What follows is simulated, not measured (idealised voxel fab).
Name of the process module below: voxel local oxidation
The figure presents cross-section cut, which has a width of 240 nm and is divided into square cells with an edge length of 5 nm.
Bands, listed from the top down, are how a cross-section gets written in this document; the cross-section itself is a grid of square cells, and a band is one or more rows of them.
What a band's entry tells you: where the top is and where the bottom is, as heights in nm, and after that what lies inside, material by material from left to right, each with its width in nm. Empty space is written as the word "empty", and a single material marked with the word "full width" occupies the band from edge to edge.
Where do heights start? At 0: under that level the wafer as delivered is made of one material only. And the lowest band has no floor; it just carries on downward, as in "z 0 and below".
Width "30 to 40": first value at the band's top row of cells, second value at its bottom row, equal change from row to row.
"no modification" for a step: no cell of the cross-section changed in that step.
Look at "Fully sealed cavities" for the closed voids: empty spaces with no open path to the top, sized 8 cells or up. Each is width x height at distance, distance from the left edge, all nm.
Read whatever lies past the settings on a step's line as the simulator's own remark about the step.
"overlay nm", when on a step's line for a step with a mask, measures how far to the right of its planned place the mask lay; a negative measure means to the left.

THE PROCESS STEPS THAT WERE PLANNED ARE LISTED BELOW
1,RECEIVE, material Si
2,OXIDIZE, depth nm 5
3,CONFORMAL_DEP, material SiN, thk nm 10
4,DIRECTIONAL_DEP, material aC, thk nm 15
5,PATTERN, tone cover, mask id ACTIVE, material resist, width nm 100, thk nm 35, overlay nm 0
6,DIRECTIONAL_ETCH, etch materials aC, depth nm 15
7,STRIP, etch materials resist
8,DIRECTIONAL_ETCH, etch materials SiN, depth nm 10
9,STRIP, etch materials aC
10,SELECTIVE_ETCH, etch materials SiO2, depth nm 5
11,OXIDIZE, depth nm 5
12,STRIP, etch materials SiN
Every wafer here starts from the same state; it is the step 11 depth nm that distinguishes them, and the value the plan gives belongs to the first wafer.

FIRST OF SEVERAL WAFERS, RECEIVED AFTER STEP 1, IN CROSS-SECTION
  z 0 and below: Si full width
  Fully sealed cavities: none

ROW PER WAFER, END-OF-MODULE: CELL GAIN (+)/LOSS (-) BY MATERIAL SINCE THE WAFER CAME IN, THEN CLOSED VOIDS
depth nm 5, -80 Si, +50 SiO2, Fully sealed cavities: none
depth nm 10, -116 Si, +86 SiO2, Fully sealed cavities: none
depth nm 15, -156 Si, +126 SiO2, Fully sealed cavities: none
depth nm 20, -200 Si, +170 SiO2, Fully sealed cavities: none
depth nm 25, -248 Si, +218 SiO2, Fully sealed cavities: none
depth nm 30, -300 Si, +270 SiO2, Fully sealed cavities: none
